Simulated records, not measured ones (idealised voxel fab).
process module | voxel transistor to metal
Cross-section cut spans 155 nm and uses square cells 5 nm in size.
Cross-section layout: square cells on a grid; listed as bands, top to bottom; a band spans one or more cell rows. In this notation a band is specified by the heights of its top and bottom, in that order and in nm, after which its materials appear from left to right, each paired with its width in nm. The word "everywhere" attached to a single material means that material fills the band from edge to edge; the word "air" stands for empty space. Basically, 0 is our baseline, since under it the wafer straight out of the box is all one material. The bottom band has no lower end and keeps on going down, so it looks like "z 0 and below". You'd read "30 to 40" like this: the band's top row of cells is as wide as the first number, its bottom row is as wide as the second, and going down, every row changes width by the same amount as the row before did. "no change" after a step means that no cell of the cross-section changed. Under "Voids, fully enclosed" you'll find the enclosed gaps, the ones with no way out to the top, that are 8 cells or bigger; each reads width x height at distance, with distance counted from the left edge, everything in nm. Heads up: the bit after the settings on a step's line is the simulator's remark on that step. What "overlay nm" on a step's line means: if the step has a mask, that mask lay this far to the right of its planned place, or, when the value is negative, to the left. Pairs from here to the end. Each: cross-section before one process step, cross-section after it, the latter only as far down as the lowest band that changed. Under each: the step between, and its settings. Mind that the pairs may be taken from different runs of this module on the same starting wafer; whether a pair continues from the pair above depends on its entry headed "Structure before processing", and it does only where that entry says so.

### Structure before processing
	z 55 to 40  air (70), then aC (15), then air (70)
	z 40 to 25  air (70), then SiCN (15), then air (70)
	z 25 to 5  air (70), then polySi (15), then air (70)
	z 5 to 0  SiO2 (25), then air (45), then polySi (15), then air (45), then SiO2 (25)
	z 0 to -5  SiO2 (25), then air (5), then SiO2 (95), then air (5), then SiO2 (25)
	z -5 to -10  SiO2 (35), then Si (85), then SiO2 (35)
	z -10 to -20  SiO2 (30), then Si (95), then SiO2 (30)
	z -20 and below  Si everywhere
	Voids, fully enclosed: none

### Cut View, Post-Step
	z 40 to 25  air (70), then SiCN (15), then air (70)
	Below a height of 25, the structure has not been altered.
	Voids, fully enclosed: none
Name the step between the before and after sections above: STRIP: etch materials aC

Structure before processing: carried over from the after image of the pair right above.

### Cut View, Post-Step
	z 45 to 40  air (65), then SiO2 (25), then air (65)
	z 40 to 25  air (65), then SiO2 (5), then SiCN (15), then SiO2 (5), then air (65)
	z 25 to 10  air (65), then SiO2 (5), then polySi (15), then SiO2 (5), then air (65)
	z 10 to 5  SiO2 (30), then air (35), then SiO2 (5), then polySi (15), then SiO2 (5), then air (35), then SiO2 (30)
	z 5 to 0  SiO2 (70), then polySi (15), then SiO2 (70)
	z 0 to -5  SiO2 everywhere
	Below a height of -5, the structure has not been altered.
	Voids, fully enclosed: none
Name the step between the before and after sections above: CONFORMAL_DEP: material SiO2, thk nm 5

Structure before processing: carried over from the after image of the pair right above.

### Cut View, Post-Step
	z 40 to 25  air (65), then SiO2 (5), then SiCN (15), then SiO2 (5), then air (65)
	z 25 to 5  air (65), then SiO2 (5), then polySi (15), then SiO2 (5), then air (65)
	z 5 to 0  SiO2 (30), then air (35), then SiO2 (5), then polySi (15), then SiO2 (5), then air (35), then SiO2 (30)
	Below a height of 0, the structure has not been altered.
	Voids, fully enclosed: none
Name the step between the before and after sections above: DIRECTIONAL_ETCH: etch materials SiO2, depth nm 5

Structure before processing: carried over from the after image of the pair right above.

### Cut View, Post-Step
	z 50 to 40  air (55), then SiN (45), then air (55)
	z 40 to 25  air (55), then SiN (10), then SiO2 (5), then SiCN (15), then SiO2 (5), then SiN (10), then air (55)
	z 25 to 15  air (55), then SiN (10), then SiO2 (5), then polySi (15), then SiO2 (5), then SiN (10), then air (55)
	z 15 to 10  SiN (40), then air (15), then SiN (10), then SiO2 (5), then polySi (15), then SiO2 (5), then SiN (10), then air (15), then SiN (40)
	z 10 to 5  SiN (65), then SiO2 (5), then polySi (15), then SiO2 (5), then SiN (65)
	z 5 to 0  SiO2 (30), then SiN (35), then SiO2 (5), then polySi (15), then SiO2 (5), then SiN (35), then SiO2 (30)
	Below a height of 0, the structure has not been altered.
	Voids, fully enclosed: none
Name the step between the before and after sections above: CONFORMAL_DEP: material SiN, thk nm 10

Structure before processing: carried over from the after image of the pair right above.

### Cut View, Post-Step
	z 40 to 25  air (55), then SiN (10), then SiO2 (5), then SiCN (15), then SiO2 (5), then SiN (10), then air (55)
	z 25 to 5  air (55), then SiN (10), then SiO2 (5), then polySi (15), then SiO2 (5), then SiN (10), then air (55)
	z 5 to 0  SiO2 (30), then SiN (10), then air (15), then SiN (10), then SiO2 (5), then polySi (15), then SiO2 (5), then SiN (10), then air (15), then SiN (10), then SiO2 (30)
	Below a height of 0, the structure has not been altered.
	Voids, fully enclosed: none
Name the step between the before and after sections above: DIRECTIONAL_ETCH: etch materials SiN, depth nm 10

Structure before processing: carried over from the after image of the pair right above.

### Cut View, Post-Step
	z 40 to 35  air (55), then SiN (10), then air (5), then SiCN (15), then air (5), then SiN (10), then air (55)
	z 35 to 25  air (55), then SiN (10), then SiO2 (5), then SiCN (15), then SiO2 (5), then SiN (10), then air (55)
	z 25 to 5  air (55), then SiN (10), then SiO2 (5), then polySi (15), then SiO2 (5), then SiN (10), then air (55)
	z 5 to 0  air (30), then SiN (10), then air (15), then SiN (10), then SiO2 (5), then polySi (15), then SiO2 (5), then SiN (10), then air (15), then SiN (10), then air (30)
	z 0 to -5  SiO2 (40), then air (15), then SiO2 (45), then air (15), then SiO2 (40)
	Below a height of -5, the structure has not been altered.
	Voids, fully enclosed: none
Name the step between the before and after sections above: DIRECTIONAL_ETCH: etch materials SiO2, depth nm 5

Structure before processing: carried over from the after image of the pair right above.

### Cut View, Post-Step
	z 40 to 35  air (55), then SiN (10), then air (5), then SiCN (15), then air (5), then SiN (10), then air (55)
	z 35 to 25  air (55), then SiN (10), then SiO2 (5), then SiCN (15), then SiO2 (5), then SiN (10), then air (55)
	z 25 to 5  air (55), then SiN (10), then SiO2 (5), then polySi (15), then SiO2 (5), then SiN (10), then air (55)
	z 5 to 0  air (30), then SiN (10), then air (15), then SiN (10), then SiO2 (5), then polySi (15), then SiO2 (5), then SiN (10), then air (15), then SiN (10), then air (30)
	z 0 to -5  SiO2 (40), then air (15), then SiO2 (45), then air (15), then SiO2 (40)
	z -5 to -15  SiO2 (35 to 30), then Si (5 to 10), then air (15), then Si (45), then air (15), then Si (5 to 10), then SiO2 (35 to 30)
	Below a height of -15, the structure has not been altered.
	Voids, fully enclosed: none
Name the step between the before and after sections above: DIRECTIONAL_ETCH: etch materials Si, depth nm 10

Structure before processing: carried over from the after image of the pair right above.

### Cut View, Post-Step
	z 40 to 35  air (55), then SiN (10), then air (5), then SiCN (15), then air (5), then SiN (10), then air (55)
	z 35 to 25  air (55), then SiN (10), then SiO2 (5), then SiCN (15), then SiO2 (5), then SiN (10), then air (55)
	z 25 to 5  air (55), then SiN (10), then SiO2 (5), then polySi (15), then SiO2 (5), then SiN (10), then air (55)
	z 5 to 0  air (30), then SiN (10), then SiGe (15), then SiN (10), then SiO2 (5), then polySi (15), then SiO2 (5), then SiN (10), then SiGe (15), then SiN (10), then air (30)
	z 0 to -5  SiO2 (40), then SiGe (15), then SiO2 (45), then SiGe (15), then SiO2 (40)
	z -5 to -15  SiO2 (35 to 30), then Si (5 to 10), then SiGe (15), then Si (45), then SiGe (15), then Si (5 to 10), then SiO2 (35 to 30)
	Below a height of -15, the structure has not been altered.
	Voids, fully enclosed: none
Name the step between the before and after sections above: EPI: material SiGe, thk nm 10

Structure before processing: carried over from the after image of the pair right above.

### Cut View, Post-Step
	z 50 to 40  SiO2 everywhere
	z 40 to 25  SiO2 (55), then SiN (10), then SiO2 (5), then SiCN (15), then SiO2 (5), then SiN (10), then SiO2 (55)
	z 25 to 5  SiO2 (55), then SiN (10), then SiO2 (5), then polySi (15), then SiO2 (5), then SiN (10), then SiO2 (55)
	z 5 to 0  SiO2 (30), then SiN (10), then SiGe (15), then SiN (10), then SiO2 (5), then polySi (15), then SiO2 (5), then SiN (10), then SiGe (15), then SiN (10), then SiO2 (30)
	Below a height of 0, the structure has not been altered.
	Voids, fully enclosed: none
Name the step between the before and after sections above: FILL_DEP: material SiO2, thk nm 10

Structure before processing: carried over from the after image of the pair right above.

### Cut View, Post-Step
	z 40 to 25  SiO2 (55), then SiN (10), then SiO2 (5), then SiCN (15), then SiO2 (5), then SiN (10), then SiO2 (55)
	Below a height of 25, the structure has not been altered.
	Voids, fully enclosed: none
Name the step between the before and after sections above: CMP: height nm 40

Structure before processing: carried over from the after image of the pair right above.

### Cut View, Post-Step
	z 50 to 40  SiO2 everywhere
	Below a height of 40, the structure has not been altered.
	Voids, fully enclosed: none
Name the step between the before and after sections above: DIRECTIONAL_DEP: material SiO2, thk nm 10

Structure before processing: carried over from the after image of the pair right above.

### Cut View, Post-Step
	z 65 to 50  aC everywhere
	Below a height of 50, the structure has not been altered.
	Voids, fully enclosed: none
Name the step between the before and after sections above: DIRECTIONAL_DEP: material aC, thk nm 15

Structure before processing: carried over from the after image of the pair right above.

### Cut View, Post-Step
	z 95 to 65  resist (35), then air (30), then resist (25), then air (30), then resist (35)
	Below a height of 65, the structure has not been altered.
	Voids, fully enclosed: none
Name the step between the before and after sections above: PATTERN: tone open, mask id CONTACT, material resist, width nm 30, pitch nm 55, thk nm 30, overlay nm 0

Structure before processing: carried over from the after image of the pair right above.

### Cut View, Post-Step
	z 80 to 65  resist (35), then air (30), then resist (25), then air (30), then resist (35)
	z 65 to 50  aC (35), then air (30), then aC (25), then air (30), then aC (35)
	Below a height of 50, the structure has not been altered.
	Voids, fully enclosed: none
Name the step between the before and after sections above: DIRECTIONAL_ETCH: etch materials aC, depth nm 15

Structure before processing: carried over from the after image of the pair right above.

### Cut View, Post-Step
	z 65 to 50  aC (35), then air (30), then aC (25), then air (30), then aC (35)
	Below a height of 50, the structure has not been altered.
	Voids, fully enclosed: none
Name the step between the before and after sections above: STRIP: etch materials resist

Structure before processing: carried over from the after image of the pair right above.

### Cut View, Post-Step
	z 65 to 50  aC (35), then air (30), then aC (25), then air (30), then aC (35)
	z 50 to 40  SiO2 (35), then air (30), then SiO2 (25), then air (30), then SiO2 (35)
	z 40 to 25  SiO2 (35), then air (20), then SiN (10), then SiO2 (5), then SiCN (15), then SiO2 (5), then SiN (10), then air (20), then SiO2 (35)
	z 25 to 5  SiO2 (35), then air (20), then SiN (10), then SiO2 (5), then polySi (15), then SiO2 (5), then SiN (10), then air (20), then SiO2 (35)
	Below a height of 5, the structure has not been altered.
	Voids, fully enclosed: none
Name the step between the before and after sections above: DIRECTIONAL_ETCH: etch materials SiO2, depth nm 45

Structure before processing: carried over from the after image of the pair right above.

### Cut View, Post-Step
	z 50 to 40  SiO2 (35), then air (30), then SiO2 (25), then air (30), then SiO2 (35)
	Below a height of 40, the structure has not been altered.
	Voids, fully enclosed: none
Name the step between the before and after sections above: STRIP: etch materials aC

Structure before processing: carried over from the after image of the pair right above.

### Cut View, Post-Step
	z 55 to 50  TiN (40), then air (20), then TiN (35), then air (20), then TiN (40)
	z 50 to 40  SiO2 (35), then TiN (5), then air (20 to 10), then TiN (5 to 15), then SiO2 (25), then TiN (5 to 15), then air (20 to 10), then TiN (5), then SiO2 (35)
	z 40 to 25  SiO2 (35), then TiN (5), then air (10), then TiN (5), then SiN (10), then SiO2 (5), then SiCN (15), then SiO2 (5), then SiN (10), then TiN (5), then air (10), then TiN (5), then SiO2 (35)
	z 25 to 10  SiO2 (35), then TiN (5), then air (10), then TiN (5), then SiN (10), then SiO2 (5), then polySi (15), then SiO2 (5), then SiN (10), then TiN (5), then air (10), then TiN (5), then SiO2 (35)
	z 10 to 5  SiO2 (35), then TiN (20), then SiN (10), then SiO2 (5), then polySi (15), then SiO2 (5), then SiN (10), then TiN (20), then SiO2 (35)
	Below a height of 5, the structure has not been altered.
	Voids, fully enclosed: none
Name the step between the before and after sections above: CONFORMAL_DEP: material TiN, thk nm 5

Structure before processing: carried over from the after image of the pair right above.

### Cut View, Post-Step
	z 65 to 55  Ru everywhere
	z 55 to 50  TiN (40), then Ru (20), then TiN (35), then Ru (20), then TiN (40)
	z 50 to 40  SiO2 (35), then TiN (5), then Ru (20 to 10), then TiN (5 to 15), then SiO2 (25), then TiN (5 to 15), then Ru (20 to 10), then TiN (5), then SiO2 (35)
	z 40 to 25  SiO2 (35), then TiN (5), then Ru (10), then TiN (5), then SiN (10), then SiO2 (5), then SiCN (15), then SiO2 (5), then SiN (10), then TiN (5), then Ru (10), then TiN (5), then SiO2 (35)
	z 25 to 10  SiO2 (35), then TiN (5), then Ru (10), then TiN (5), then SiN (10), then SiO2 (5), then polySi (15), then SiO2 (5), then SiN (10), then TiN (5), then Ru (10), then TiN (5), then SiO2 (35)
	Below a height of 10, the structure has not been altered.
	Voids, fully enclosed: none
Name the step between the before and after sections above: FILL_DEP: material Ru, thk nm 10

Structure before processing: carried over from the after image of the pair right above.

### Cut View, Post-Step
	z 50 to 40  SiO2 (35), then TiN (5), then Ru (20 to 10), then TiN (5 to 15), then SiO2 (25), then TiN (5 to 15), then Ru (20 to 10), then TiN (5), then SiO2 (35)
	Below a height of 40, the structure has not been altered.
	Voids, fully enclosed: none
Name the step between the before and after sections above: CMP: height nm 50

Structure before processing: carried over from the after image of the pair right above.

### Cut View, Post-Step
	z 55 to 50  TiN everywhere
	Below a height of 50, the structure has not been altered.
	Voids, fully enclosed: none
Name the step between the before and after sections above: DIRECTIONAL_DEP: material TiN, thk nm 5

Structure before processing: carried over from the after image of the pair right above.

### Cut View, Post-Step
	z 75 to 55  W everywhere
	Below a height of 55, the structure has not been altered.
	Voids, fully enclosed: none
Name the step between the before and after sections above: DIRECTIONAL_DEP: material W, thk nm 20

Structure before processing: carried over from the after image of the pair right above.

### Cut View, Post-Step
	z 75 to 55  air (35), then W (20), then air (45), then W (20), then air (35)
	Below a height of 55, the structure has not been altered.
	Voids, fully enclosed: none
Name the step between the before and after sections above: MASKED_ETCH: tone cover, mask id METAL_1, width nm 20, pitch nm 65, etch materials W, depth nm 20, overlay nm 0

Structure before processing: carried over from the after image of the pair right above.

### Cut View, Post-Step
	z 75 to 55  air (35), then W (20), then air (45), then W (20), then air (35)
	z 55 to 50  air (35), then TiN (20), then air (45), then TiN (20), then air (35)
	Below a height of 50, the structure has not been altered.
	Voids, fully enclosed: none
Name the step between the before and after sections above: MASKED_ETCH: tone cover, mask id METAL_1, width nm 20, pitch nm 65, etch materials TiN, depth nm 5, overlay nm 0

Structure before processing: carried over from the after image of the pair right above.

### Cut View, Post-Step
	z 85 to 75  SiO2 everywhere
	z 75 to 55  SiO2 (35), then W (20), then SiO2 (45), then W (20), then SiO2 (35)
	z 55 to 50  SiO2 (35), then TiN (20), then SiO2 (45), then TiN (20), then SiO2 (35)
	Below a height of 50, the structure has not been altered.
	Voids, fully enclosed: none
Name the step between the before and after sections above: FILL_DEP: material SiO2, thk nm 10

Structure before processing: carried over from the after image of the pair right above.

### Cut View, Post-Step
	z 75 to 55  SiO2 (35), then W (20), then SiO2 (45), then W (20), then SiO2 (35)
	Below a height of 55, the structure has not been altered.
	Voids, fully enclosed: none
Name the step between the before and after sections above: CMP: height nm 75

Structure before processing: carried over from the after image of the pair right above.

### Cut View, Post-Step
	z 80 to 75  SiN everywhere
	Below a height of 75, the structure has not been altered.
	Voids, fully enclosed: none
Name the step between the before and after sections above: CONFORMAL_DEP: material SiN, thk nm 5

### Structure before processing
	z 45 to 40  SiCN (25), then air (105), then SiCN (25)
	z 40 to 30  SiCN everywhere
	z 30 to 25  polySi (25), then SiCN (105), then polySi (25)
	z 25 to 5  polySi everywhere
	z 5 to 0  SiO2 (25), then polySi (105), then SiO2 (25)
	z 0 to -5  SiO2 everywhere
	z -5 to -20  SiO2 (30), then Si (95), then SiO2 (30)
	z -20 and below  Si everywhere
	Voids, fully enclosed: none

### Cut View, Post-Step
	z 60 to 55  SiCN (25), then air (105), then SiCN (25)
	z 55 to 30  SiCN everywhere
	Below a height of 30, the structure has not been altered.
	Voids, fully enclosed: none
Name the step between the before and after sections above: DIRECTIONAL_DEP: material SiCN, thk nm 15

Structure before processing: carried over from the after image of the pair right above.

### Cut View, Post-Step
	z 75 to 70  aC (25), then air (105), then aC (25)
	z 70 to 60  aC everywhere
	z 60 to 55  SiCN (25), then aC (105), then SiCN (25)
	Below a height of 55, the structure has not been altered.
	Voids, fully enclosed: none
Name the step between the before and after sections above: DIRECTIONAL_DEP: material aC, thk nm 15

Structure before processing: carried over from the after image of the pair right above.

### Cut View, Post-Step
	z 110 to 75  air (70), then resist (15), then air (70)
	z 75 to 70  aC (25), then air (45), then resist (15), then air (45), then aC (25)
	Below a height of 70, the structure has not been altered.
	Voids, fully enclosed: none
Name the step between the before and after sections above: PATTERN: tone cover, mask id GATE, material resist, width nm 15, thk nm 35, overlay nm 0

Structure before processing: carried over from the after image of the pair right above.

### Cut View, Post-Step
	z 95 to 70  air (70), then resist (15), then air (70)
	z 70 to 60  air (70), then aC (15), then air (70)
	z 60 to 55  SiCN (25), then air (45), then aC (15), then air (45), then SiCN (25)
	Below a height of 55, the structure has not been altered.
	Voids, fully enclosed: none
Name the step between the before and after sections above: DIRECTIONAL_ETCH: etch materials aC, depth nm 15

Structure before processing: carried over from the after image of the pair right above.

### Cut View, Post-Step
	z 70 to 60  air (70), then aC (15), then air (70)
	Below a height of 60, the structure has not been altered.
	Voids, fully enclosed: none
Name the step between the before and after sections above: STRIP: etch materials resist

Structure before processing: carried over from the after image of the pair right above.

### Cut View, Post-Step
	z 70 to 55  air (70), then aC (15), then air (70)
	z 55 to 35  air (70), then SiCN (15), then air (70)
	z 35 to 30  SiCN (25), then air (45), then SiCN (15), then air (45), then SiCN (25)
	Below a height of 30, the structure has not been altered.
	Voids, fully enclosed: none
Name the step between the before and after sections above: DIRECTIONAL_ETCH: etch materials SiCN, depth nm 25

Structure before processing: carried over from the after image of the pair right above.

### Cut View, Post-Step
	z 55 to 35  air (70), then SiCN (15), then air (70)
	Below a height of 35, the structure has not been altered.
	Voids, fully enclosed: none
Name the step between the before and after sections above: STRIP: etch materials aC

Structure before processing: carried over from the after image of the pair right above.

### Cut View, Post-Step
	z 60 to 55  air (65), then SiO2 (25), then air (65)
	z 55 to 40  air (65), then SiO2 (5), then SiCN (15), then SiO2 (5), then air (65)
	z 40 to 35  SiO2 (30), then air (35), then SiO2 (5), then SiCN (15), then SiO2 (5), then air (35), then SiO2 (30)
	z 35 to 30  SiCN (25), then SiO2 (45), then SiCN (15), then SiO2 (45), then SiCN (25)
	Below a height of 30, the structure has not been altered.
	Voids, fully enclosed: none
Name the step between the before and after sections above: CONFORMAL_DEP: material SiO2, thk nm 5

Structure before processing: carried over from the after image of the pair right above.

### Cut View, Post-Step
	z 55 to 35  air (65), then SiO2 (5), then SiCN (15), then SiO2 (5), then air (65)
	z 35 to 30  SiCN (25), then SiO2 (5), then air (35), then SiO2 (5), then SiCN (15), then SiO2 (5), then air (35), then SiO2 (5), then SiCN (25)
	Below a height of 30, the structure has not been altered.
	Voids, fully enclosed: none
Name the step between the before and after sections above: DIRECTIONAL_ETCH: etch materials SiO2, depth nm 5

Structure before processing: carried over from the after image of the pair right above.

### Cut View, Post-Step
	z 65 to 55  air (55), then SiN (45), then air (55)
	z 55 to 45  air (55), then SiN (10), then SiO2 (5), then SiCN (15), then SiO2 (5), then SiN (10), then air (55)
	z 45 to 40  SiN (40), then air (15), then SiN (10), then SiO2 (5), then SiCN (15), then SiO2 (5), then SiN (10), then air (15), then SiN (40)
	z 40 to 35  SiN (65), then SiO2 (5), then SiCN (15), then SiO2 (5), then SiN (65)
	z 35 to 30  SiCN (25), then SiO2 (5), then SiN (35), then SiO2 (5), then SiCN (15), then SiO2 (5), then SiN (35), then SiO2 (5), then SiCN (25)
	Below a height of 30, the structure has not been altered.
	Voids, fully enclosed: none
Name the step between the before and after sections above: CONFORMAL_DEP: material SiN, thk nm 10

Structure before processing: carried over from the after image of the pair right above.

### Cut View, Post-Step
	z 55 to 35  air (55), then SiN (10), then SiO2 (5), then SiCN (15), then SiO2 (5), then SiN (10), then air (55)
	z 35 to 30  SiCN (25), then SiO2 (5), then SiN (10), then air (15), then SiN (10), then SiO2 (5), then SiCN (15), then SiO2 (5), then SiN (10), then air (15), then SiN (10), then SiO2 (5), then SiCN (25)
	Below a height of 30, the structure has not been altered.
	Voids, fully enclosed: none
Name the step between the before and after sections above: DIRECTIONAL_ETCH: etch materials SiN, depth nm 10

Structure before processing: carried over from the after image of the pair right above.

### Cut View, Post-Step
	z 55 to 50  air (55), then SiN (10), then air (5), then SiCN (15), then air (5), then SiN (10), then air (55)
	z 50 to 35  air (55), then SiN (10), then SiO2 (5), then SiCN (15), then SiO2 (5), then SiN (10), then air (55)
	z 35 to 30  SiCN (25), then air (5), then SiN (10), then air (15), then SiN (10), then SiO2 (5), then SiCN (15), then SiO2 (5), then SiN (10), then air (15), then SiN (10), then air (5), then SiCN (25)
	Below a height of 30, the structure has not been altered.
	Voids, fully enclosed: none
Name the step between the before and after sections above: DIRECTIONAL_ETCH: etch materials SiO2, depth nm 5

Structure before processing: carried over from the after image of the pair right above.

### Cut View, Post-Step
	z 65 to 55  SiO2 everywhere
	z 55 to 35  SiO2 (55), then SiN (10), then SiO2 (5), then SiCN (15), then SiO2 (5), then SiN (10), then SiO2 (55)
	z 35 to 30  SiCN (25), then SiO2 (5), then SiN (10), then SiO2 (15), then SiN (10), then SiO2 (5), then SiCN (15), then SiO2 (5), then SiN (10), then SiO2 (15), then SiN (10), then SiO2 (5), then SiCN (25)
	Below a height of 30, the structure has not been altered.
	Voids, fully enclosed: none
Name the step between the before and after sections above: FILL_DEP: material SiO2, thk nm 10

Structure before processing: carried over from the after image of the pair right above.

### Cut View, Post-Step
	z 40 to 35  SiO2 (55), then SiN (10), then SiO2 (5), then SiCN (15), then SiO2 (5), then SiN (10), then SiO2 (55)
	Below a height of 35, the structure has not been altered.
	Voids, fully enclosed: none
Name the step between the before and after sections above: CMP: height nm 40

Structure before processing: carried over from the after image of the pair right above.

### Cut View, Post-Step
	z 50 to 40  SiO2 everywhere
	Below a height of 40, the structure has not been altered.
	Voids, fully enclosed: none
Name the step between the before and after sections above: DIRECTIONAL_DEP: material SiO2, thk nm 10

Structure before processing: carried over from the after image of the pair right above.

### Cut View, Post-Step
	z 65 to 50  aC everywhere
	Below a height of 50, the structure has not been altered.
	Voids, fully enclosed: none
Name the step between the before and after sections above: DIRECTIONAL_DEP: material aC, thk nm 15

Structure before processing: carried over from the after image of the pair right above.

### Cut View, Post-Step
	z 95 to 65  resist (35), then air (30), then resist (25), then air (30), then resist (35)
	Below a height of 65, the structure has not been altered.
	Voids, fully enclosed: none
Name the step between the before and after sections above: PATTERN: tone open, mask id CONTACT, material resist, width nm 30, pitch nm 55, thk nm 30, overlay nm 0

Structure before processing: carried over from the after image of the pair right above.

### Cut View, Post-Step
	z 80 to 65  resist (35), then air (30), then resist (25), then air (30), then resist (35)
	z 65 to 50  aC (35), then air (30), then aC (25), then air (30), then aC (35)
	Below a height of 50, the structure has not been altered.
	Voids, fully enclosed: none
Name the step between the before and after sections above: DIRECTIONAL_ETCH: etch materials aC, depth nm 15

Structure before processing: carried over from the after image of the pair right above.

### Cut View, Post-Step
	z 65 to 50  aC (35), then air (30), then aC (25), then air (30), then aC (35)
	Below a height of 50, the structure has not been altered.
	Voids, fully enclosed: none
Name the step between the before and after sections above: STRIP: etch materials resist

Structure before processing: carried over from the after image of the pair right above.

### Cut View, Post-Step
	z 65 to 50  aC (35), then air (30), then aC (25), then air (30), then aC (35)
	z 50 to 40  SiO2 (35), then air (30), then SiO2 (25), then air (30), then SiO2 (35)
	z 40 to 35  SiO2 (35), then air (20), then SiN (10), then SiO2 (5), then SiCN (15), then SiO2 (5), then SiN (10), then air (20), then SiO2 (35)
	z 35 to 30  SiCN (25), then SiO2 (5), then SiN (10), then air (15), then SiN (10), then SiO2 (5), then SiCN (15), then SiO2 (5), then SiN (10), then air (15), then SiN (10), then SiO2 (5), then SiCN (25)
	Below a height of 30, the structure has not been altered.
	Voids, fully enclosed: none
Name the step between the before and after sections above: DIRECTIONAL_ETCH: etch materials SiO2, depth nm 45

Structure before processing: carried over from the after image of the pair right above.

### Cut View, Post-Step
	z 50 to 40  SiO2 (35), then air (30), then SiO2 (25), then air (30), then SiO2 (35)
	Below a height of 40, the structure has not been altered.
	Voids, fully enclosed: none
Name the step between the before and after sections above: STRIP: etch materials aC

Structure before processing: carried over from the after image of the pair right above.

### Cut View, Post-Step
	z 55 to 50  TiN (40), then air (20), then TiN (35), then air (20), then TiN (40)
	z 50 to 40  SiO2 (35), then TiN (5), then air (20 to 10), then TiN (5 to 15), then SiO2 (25), then TiN (5 to 15), then air (20 to 10), then TiN (5), then SiO2 (35)
	z 40 to 35  SiO2 (35), then TiN (10), then air (5), then TiN (5), then SiN (10), then SiO2 (5), then SiCN (15), then SiO2 (5), then SiN (10), then TiN (5), then air (5), then TiN (10), then SiO2 (35)
	z 35 to 30  SiCN (25), then SiO2 (5), then SiN (10), then TiN (15), then SiN (10), then SiO2 (5), then SiCN (15), then SiO2 (5), then SiN (10), then TiN (15), then SiN (10), then SiO2 (5), then SiCN (25)
	Below a height of 30, the structure has not been altered.
	Voids, fully enclosed: none
Name the step between the before and after sections above: CONFORMAL_DEP: material TiN, thk nm 5

Structure before processing: carried over from the after image of the pair right above.

### Cut View, Post-Step
	z 65 to 55  Ru everywhere
	z 55 to 50  TiN (40), then Ru (20), then TiN (35), then Ru (20), then TiN (40)
	z 50 to 40  SiO2 (35), then TiN (5), then Ru (20 to 10), then TiN (5 to 15), then SiO2 (25), then TiN (5 to 15), then Ru (20 to 10), then TiN (5), then SiO2 (35)
	z 40 to 35  SiO2 (35), then TiN (10), then Ru (5), then TiN (5), then SiN (10), then SiO2 (5), then SiCN (15), then SiO2 (5), then SiN (10), then TiN (5), then Ru (5), then TiN (10), then SiO2 (35)
	Below a height of 35, the structure has not been altered.
	Voids, fully enclosed: none
Name the step between the before and after sections above: FILL_DEP: material Ru, thk nm 10

Structure before processing: carried over from the after image of the pair right above.

### Cut View, Post-Step
	z 50 to 40  SiO2 (35), then TiN (5), then Ru (20 to 10), then TiN (5 to 15), then SiO2 (25), then TiN (5 to 15), then Ru (20 to 10), then TiN (5), then SiO2 (35)
	Below a height of 40, the structure has not been altered.
	Voids, fully enclosed: none
Name the step between the before and after sections above: CMP: height nm 50

Structure before processing: carried over from the after image of the pair right above.

### Cut View, Post-Step
	z 55 to 50  TiN everywhere
	Below a height of 50, the structure has not been altered.
	Voids, fully enclosed: none
Name the step between the before and after sections above: DIRECTIONAL_DEP: material TiN, thk nm 5

Structure before processing: carried over from the after image of the pair right above.

### Cut View, Post-Step
	z 75 to 55  W everywhere
	Below a height of 55, the structure has not been altered.
	Voids, fully enclosed: none
Name the step between the before and after sections above: DIRECTIONAL_DEP: material W, thk nm 20

Structure before processing: carried over from the after image of the pair right above.

### Cut View, Post-Step
	z 75 to 55  air (35), then W (20), then air (45), then W (20), then air (35)
	Below a height of 55, the structure has not been altered.
	Voids, fully enclosed: none
Name the step between the before and after sections above: MASKED_ETCH: tone cover, mask id METAL_1, width nm 20, pitch nm 65, etch materials W, depth nm 20, overlay nm 0

Structure before processing: carried over from the after image of the pair right above.

### Cut View, Post-Step
	z 75 to 55  air (35), then W (20), then air (45), then W (20), then air (35)
	z 55 to 50  air (35), then TiN (20), then air (45), then TiN (20), then air (35)
	Below a height of 50, the structure has not been altered.
	Voids, fully enclosed: none
Name the step between the before and after sections above: MASKED_ETCH: tone cover, mask id METAL_1, width nm 20, pitch nm 65, etch materials TiN, depth nm 5, overlay nm 0

Structure before processing: carried over from the after image of the pair right above.

### Cut View, Post-Step
	z 85 to 75  SiO2 everywhere
	z 75 to 55  SiO2 (35), then W (20), then SiO2 (45), then W (20), then SiO2 (35)
	z 55 to 50  SiO2 (35), then TiN (20), then SiO2 (45), then TiN (20), then SiO2 (35)
	Below a height of 50, the structure has not been altered.
	Voids, fully enclosed: none
Name the step between the before and after sections above: FILL_DEP: material SiO2, thk nm 10

Structure before processing: carried over from the after image of the pair right above.

### Cut View, Post-Step
	z 75 to 55  SiO2 (35), then W (20), then SiO2 (45), then W (20), then SiO2 (35)
	Below a height of 55, the structure has not been altered.
	Voids, fully enclosed: none
Name the step between the before and after sections above: CMP: height nm 75

Structure before processing: carried over from the after image of the pair right above.

### Cut View, Post-Step
	z 80 to 75  SiN everywhere
	Below a height of 75, the structure has not been altered.
	Voids, fully enclosed: none
Name the step between the before and after sections above: CONFORMAL_DEP: material SiN, thk nm 5

### Structure before processing
	z 20 to 10  air (30), then SiN (95), then air (30)
	z 10 to 5  SiO2 (30), then SiN (95), then SiO2 (30)
	z 5 to 0  SiO2 everywhere
	z 0 to -20  SiO2 (30), then Si (95), then SiO2 (30)
	z -20 and below  Si everywhere
	Voids, fully enclosed: none

### Cut View, Post-Step
	z 20 to 5  air (30), then SiN (95), then air (30)
	Below a height of 5, the structure has not been altered.
	Voids, fully enclosed: none
Name the step between the before and after sections above: SELECTIVE_ETCH: etch materials SiO2, depth nm 5

Structure before processing: carried over from the after image of the pair right above.

### Cut View, Post-Step
	z 5 to 0  SiO2 everywhere
	Below a height of 0, the structure has not been altered.
	Voids, fully enclosed: none
Name the step between the before and after sections above: STRIP: etch materials SiN

Structure before processing: carried over from the after image of the pair right above.

### Cut View, Post-Step
	z 30 to 5  polySi everywhere
	Below a height of 5, the structure has not been altered.
	Voids, fully enclosed: none
Name the step between the before and after sections above: DIRECTIONAL_DEP: material polySi, thk nm 25

Structure before processing: carried over from the after image of the pair right above.

### Cut View, Post-Step
	z 45 to 30  SiCN everywhere
	Below a height of 30, the structure has not been altered.
	Voids, fully enclosed: none
Name the step between the before and after sections above: DIRECTIONAL_DEP: material SiCN, thk nm 15

Structure before processing: carried over from the after image of the pair right above.

### Cut View, Post-Step
	z 60 to 45  aC everywhere
	Below a height of 45, the structure has not been altered.
	Voids, fully enclosed: none
Name the step between the before and after sections above: DIRECTIONAL_DEP: material aC, thk nm 15
